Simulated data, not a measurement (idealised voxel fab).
The following is a process module called voxel transistor to metal.
cross-section cut | 150 nm wide | cells 5 nm
Cross-section layout: square cells on a grid; listed as bands, top to bottom; a band spans one or more cell rows. Band: top and bottom heights (nm) first, top before bottom; then materials from left to right, widths in nm. "edge to edge" marks a sole material filling the band edge to edge. "empty" denotes empty space. A quick word on heights: they are counted from 0, and under that level the wafer as it came to us is one material throughout. The lowest band is different from the rest in having no bottom; it simply continues downward, written as in "z 0 and below". Width: "30->40" (first number = top row, second number = bottom row, same change from row to row of cells). For the purposes of this document, the phrase "stayed the same" attached to a step denotes that no cell within the cross-section was modified by that step. Non-vented voids: empty space of 8 cells or more with no open way to the top, each as width x height at its distance from the left edge, in nm. Text after the settings on a step's line: the simulator's own remark on that step. What "overlay nm" on a step's line means: if the step has a mask, that mask lay this far to the right of its planned place, or, when the value is negative, to the left.

### The following list gives the planned process steps
step 1: op RECEIVE | material Si
step 2: op OXIDIZE | depth nm 5
step 3: op CONFORMAL_DEP | material SiN | thk nm 10
step 4: op PATTERN | tone cover | mask id ACTIVE | material resist | width nm 95 | thk nm 20 | overlay nm 0
step 5: op DIRECTIONAL_ETCH | etch materials SiN | depth nm 10
step 6: op DIRECTIONAL_ETCH | etch materials SiO2 | depth nm 5
step 7: op DIRECTIONAL_ETCH | etch materials Si | depth nm 35
step 8: op STRIP | etch materials resist
step 9: op FILL_DEP | material SiO2 | thk nm 5
step 10: op CMP | height nm 10
step 11: op SELECTIVE_ETCH | etch materials SiO2 | depth nm 10
step 12: op STRIP | etch materials SiN
step 13: op SELECTIVE_ETCH | etch materials SiO2 | depth nm 5
step 14: op OXIDIZE | depth nm 5
step 15: op DIRECTIONAL_DEP | material polySi | thk nm 30
step 16: op DIRECTIONAL_DEP | material SiCN | thk nm 10
step 17: op MASKED_ETCH | tone cover | mask id GATE | width nm 25 | etch materials SiCN | depth nm 20 | overlay nm 0
step 18: op MASKED_ETCH | tone cover | mask id GATE | width nm 25 | etch materials polySi | depth nm 40 | overlay nm 0
step 19: op CONFORMAL_DEP | material SiO2 | thk nm 5
step 20: op DIRECTIONAL_ETCH | etch materials SiO2 | depth nm 5
step 21: op CONFORMAL_DEP | material SiN | thk nm 5
step 22: op DIRECTIONAL_ETCH | etch materials SiN | depth nm 5
step 23: op DIRECTIONAL_ETCH | etch materials SiO2 | depth nm 5
step 24: op DIRECTIONAL_ETCH | etch materials Si | depth nm 5
step 25: op EPI | material SiGe | thk nm 10
step 26: op FILL_DEP | material SiO2 | thk nm 10
step 27: op CMP | height nm 25
step 28: op STRIP | etch materials polySi
step 29: op SELECTIVE_ETCH | etch materials SiO2 | depth nm 5
step 30: op CONFORMAL_DEP | material HfO2 | thk nm 5
step 31: op CONFORMAL_DEP | material TiN | thk nm 5
step 32: op FILL_DEP | material W | thk nm 10
step 33: op CMP | height nm 20
step 34: op DIRECTIONAL_DEP | material SiO2 | thk nm 15
step 35: op MASKED_ETCH | tone open | mask id CONTACT | width nm 15 | pitch nm 70 | etch materials SiO2 | depth nm 40 | overlay nm 0
step 36: op CONFORMAL_DEP | material TiN | thk nm 5
step 37: op FILL_DEP | material Ru | thk nm 10
step 38: op CMP | height nm 35
step 39: op CONFORMAL_DEP | material SiCN | thk nm 5
step 40: op DIRECTIONAL_DEP | material SiO2 | thk nm 20
step 41: op PATTERN | tone open | mask id METAL_1 | material resist | width nm 15 | pitch nm 70 | thk nm 15 | overlay nm 0
step 42: op DIRECTIONAL_ETCH | etch materials SiO2 | depth nm 20
step 43: op DIRECTIONAL_ETCH | etch materials SiCN | depth nm 5
step 44: op STRIP | etch materials resist
step 45: op CONFORMAL_DEP | material TiN | thk nm 5
step 46: op FILL_DEP | material Cu | thk nm 10
step 47: op CMP | height nm 60
step 48: op CONFORMAL_DEP | material SiN | thk nm 5

### Shown in cross-section is the wafer as received, that is, as it stands after step 1
	z 0 and below: Si edge to edge
	Non-vented voids: none

### Final wafer profile in cross-section after the module, from the same start and plan as above, with one mistake made during processing
	z 65 to 60: SiN edge to edge
	z 60 to 40: 30 nm SiO2; 5 nm TiN; 5 nm Cu; 5 nm TiN; 55 nm SiO2; 5 nm TiN; 5 nm Cu; 5 nm TiN; 35 nm SiO2
	z 40 to 35: 30 nm SiCN; 15 nm TiN; 55 nm SiCN; 15 nm TiN; 35 nm SiCN
	z 35 to 20: W edge to edge
	z 20 to 0: 50 nm SiO2; 5 nm SiN; 5 nm HfO2; 5 nm TiN; 15 nm W; 5 nm TiN; 5 nm HfO2; 5 nm SiN; 55 nm SiO2
	z 0 to -5: 40 nm SiO2; 10 nm SiGe; 5 nm SiN; 5 nm HfO2; 25 nm TiN; 5 nm HfO2; 5 nm SiN; 10 nm SiGe; 45 nm SiO2
	z -5 to -10: 20 nm SiO2; 30 nm SiGe; 5 nm SiO2; 35 nm HfO2; 5 nm SiO2; 30 nm SiGe; 25 nm SiO2
	z -10 to -15: 25 nm SiO2; 25 nm SiGe; 45 nm Si; 25 nm SiGe; 30 nm SiO2
	z -15 to -40: 25 nm SiO2; 95 nm Si; 30 nm SiO2
	z -40 and below: Si edge to edge
	Non-vented voids: none
The plan and the run diverged here: heads up, step 34 didn't go per plan, it actually ran as op DIRECTIONAL_DEP | material W | thk nm 15
